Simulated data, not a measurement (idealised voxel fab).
process module | voxel self aligned contacts
cross-section cut | 250 nm wide | cells 5 nm
A cross-section is a grid of square cells, given in bands from the top down. A band is one or more rows of cells.
Each band's line starts with the height of the band's top and of its bottom, in nm. Then come its materials from left to right, each with its width in nm. One material with "throughout" fills the band from edge to edge. "air" is empty space.
Height 0 is the level under which the wafer as received is all one material. The lowest band goes on downwards, as in "0 down".
A width such as "30 to 40" changes by the same amount from each row of cells to the next, from the band's top row to its bottom row.
"no change" after a step means that no cell of the cross-section changed.
closed voids: empty space of 8 cells or more with no open way to the top, each as width x height at its distance from the left edge, in nm
after a step's settings: what the simulator itself notes on the step
overlay nm, on a step with a mask: how far to the right of its planned place the mask lay; to the left if negative
plan
1 op RECEIVE | material Si
2 op CONFORMAL_DEP | material SiO2 | thk nm 5
3 op DIRECTIONAL_DEP | material polySi | thk nm 20
4 op DIRECTIONAL_DEP | material SiN | thk nm 20
5 op PATTERN | tone cover | mask id GATE | material resist | width nm 25 | pitch nm 70 | thk nm 20 | overlay nm 0
6 op DIRECTIONAL_ETCH | etch materials SiN | depth nm 20
7 op DIRECTIONAL_ETCH | etch materials polySi | depth nm 20
8 op STRIP | etch materials resist
9 op CONFORMAL_DEP | material SiN | thk nm 10
10 op DIRECTIONAL_ETCH | etch materials SiN | depth nm 10
11 op FILL_DEP | material SiO2 | thk nm 15
12 op CMP | height nm 55
13 op PATTERN | tone open | mask id CONTACT | material resist | width nm 55 | pitch nm 70 | thk nm 15 | overlay nm 0
14 op DIRECTIONAL_ETCH | etch materials SiO2 | depth nm 55
15 op STRIP | etch materials resist
16 op CONFORMAL_DEP | material TiN | thk nm 5
17 op FILL_DEP | material W | thk nm 5
18 op CMP | height nm 55
19 op CONFORMAL_DEP | material SiN | thk nm 5
as received, after step 1
  0 down: Si throughout
  closed voids: none
first wafer at the end, as planned
  60 to 55: SiN throughout
  55 to 45: SiO2 60 | TiN 5 to 20 | W 45 to 15 | TiN 5 to 20 | SiO2 15 | TiN 5 to 20 | W 45 to 15 | TiN 5 to 20 | SiO2 65
  45 to 25: SiO2 30 | SiN 45 | TiN 5 | W 15 | TiN 5 | SiN 45 | TiN 5 | W 15 | TiN 5 | SiN 45 | SiO2 35
  25 to 5: SiO2 30 | SiN 10 | polySi 25 | SiN 10 | TiN 5 | W 15 | TiN 5 | SiN 10 | polySi 25 | SiN 10 | TiN 5 | W 15 | TiN 5 | SiN 10 | polySi 25 | SiN 10 | SiO2 35
  5 to 0: SiO2 75 | TiN 25 | SiO2 45 | TiN 25 | SiO2 80
  0 down: Si throughout
  closed voids: none
second wafer at the end: like start, like plan, one mistake
  60 to 55: SiN throughout
  55 to 45: SiO2 60 | TiN 5 to 20 | W 45 to 15 | TiN 5 to 20 | SiO2 15 | TiN 5 to 20 | W 45 to 15 | TiN 5 to 20 | SiO2 65
  45 to 25: SiO2 30 | SiN 45 | TiN 5 | W 15 | TiN 5 | SiN 45 | TiN 5 | W 15 | TiN 5 | SiN 45 | SiO2 35
  25 to 10: SiO2 30 | SiN 10 | polySi 25 | SiN 10 | TiN 5 | W 15 | TiN 5 | SiN 10 | polySi 25 | SiN 10 | TiN 5 | W 15 | TiN 5 | SiN 10 | polySi 25 | SiN 10 | SiO2 35
  10 to 5: SiO2 30 | SiN 10 | polySi 25 | SiN 10 | TiN 25 | SiN 10 | polySi 25 | SiN 10 | TiN 25 | SiN 10 | polySi 25 | SiN 10 | SiO2 35
  5 to 0: W throughout
  0 down: Si throughout
  closed voids: none
what went wrong: step 2 ran as: op CONFORMAL_DEP | material W | thk nm 5
at the end the second wafer has, in cells: 40 fewer of SiO2 | 4 fewer of TiN | 44 more of W
